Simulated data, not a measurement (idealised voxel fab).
process module | voxel gate over fins
cross-section cut | 235 nm wide | cells 5 nm
A cross-section is a grid of square cells, given in bands from the top down. A band is one or more rows of cells.
Each band's line starts with the height of the band's top and of its bottom, in nm. Then come its materials from left to right, each with its width in nm. One material with "throughout" fills the band from edge to edge. "air" is empty space.
Height 0 is the level under which the wafer as received is all one material. The lowest band goes on downwards, as in "0 down".
A width such as "30 to 40" changes by the same amount from each row of cells to the next, from the band's top row to its bottom row.
"no change" after a step means that no cell of the cross-section changed.
closed voids: empty space of 8 cells or more with no open way to the top, each as width x height at its distance from the left edge, in nm
after a step's settings: what the simulator itself notes on the step
overlay nm, on a step with a mask: how far to the right of its planned place the mask lay; to the left if negative
plan
1 op RECEIVE | material Si
2 op CONFORMAL_DEP | material SiN | thk nm 10
3 op DIRECTIONAL_DEP | material aC | thk nm 15
4 op PATTERN | tone cover | mask id FINS | material resist | width nm 15 | pitch nm 45 | thk nm 35 | overlay nm 0
5 op DIRECTIONAL_ETCH | etch materials aC | depth nm 15
6 op STRIP | etch materials resist
7 op DIRECTIONAL_ETCH | etch materials SiN | depth nm 10
8 op DIRECTIONAL_ETCH | etch materials Si | depth nm 40
9 op STRIP | etch materials aC
10 op OXIDIZE | depth nm 5
11 op FILL_DEP | material SiO2 | thk nm 5
12 op CMP | height nm 10
13 op SELECTIVE_ETCH | etch materials SiO2 | depth nm 20
14 op STRIP | etch materials SiN
15 op CONFORMAL_DEP | material HfO2 | thk nm 5
16 op CONFORMAL_DEP | material TiN | thk nm 5
17 op FILL_DEP | material W | thk nm 10
18 op CMP | height nm 15
19 op CONFORMAL_DEP | material SiN | thk nm 10
as received, after step 1
  0 down: Si throughout
  closed voids: none
first wafer at the end, as planned
  25 to 15: SiN throughout
  15 to 10: W throughout
  10 to 5: W 80 | TiN 25 | W 20 | TiN 25 | W 85
  5 to 0: W 80 | TiN 5 | HfO2 15 | TiN 5 | W 20 | TiN 5 | HfO2 15 | TiN 5 | W 85
  0 to -5: TiN 85 | HfO2 5 | Si 5 | HfO2 5 | TiN 30 | HfO2 5 | Si 5 | HfO2 5 | TiN 90
  -5 to -10: HfO2 90 | Si 5 | HfO2 40 | Si 5 | HfO2 95
  -10 to -45: SiO2 90 | Si 5 | SiO2 40 | Si 5 | SiO2 95
  -45 down: Si throughout
  closed voids: none
second wafer at the end: like start, like plan, one mistake
  25 to 15: SiN throughout
  15 to 10: W throughout
  10 to 5: TiN 90 | W 5 | TiN 40 | W 5 | TiN 95
  5 to 0: HfO2 85 | TiN 5 | W 5 | TiN 5 | HfO2 30 | TiN 5 | W 5 | TiN 5 | HfO2 90
  0 to -5: Si 80 | HfO2 5 | TiN 15 | HfO2 5 | Si 20 | HfO2 5 | TiN 15 | HfO2 5 | Si 85
  -5 to -10: Si 80 | HfO2 25 | Si 20 | HfO2 25 | Si 85
  -10 to -45: Si 80 | SiO2 25 | Si 20 | SiO2 25 | Si 85
  -45 down: Si throughout
  closed voids: none
what went wrong: step 4 ran as: op PATTERN | tone open | mask id FINS | material resist | width nm 15 | pitch nm 45 | thk nm 35 | overlay nm 0
at the end the second wafer has, in cells: 315 more of Si | 245 fewer of SiO2 | 70 fewer of W
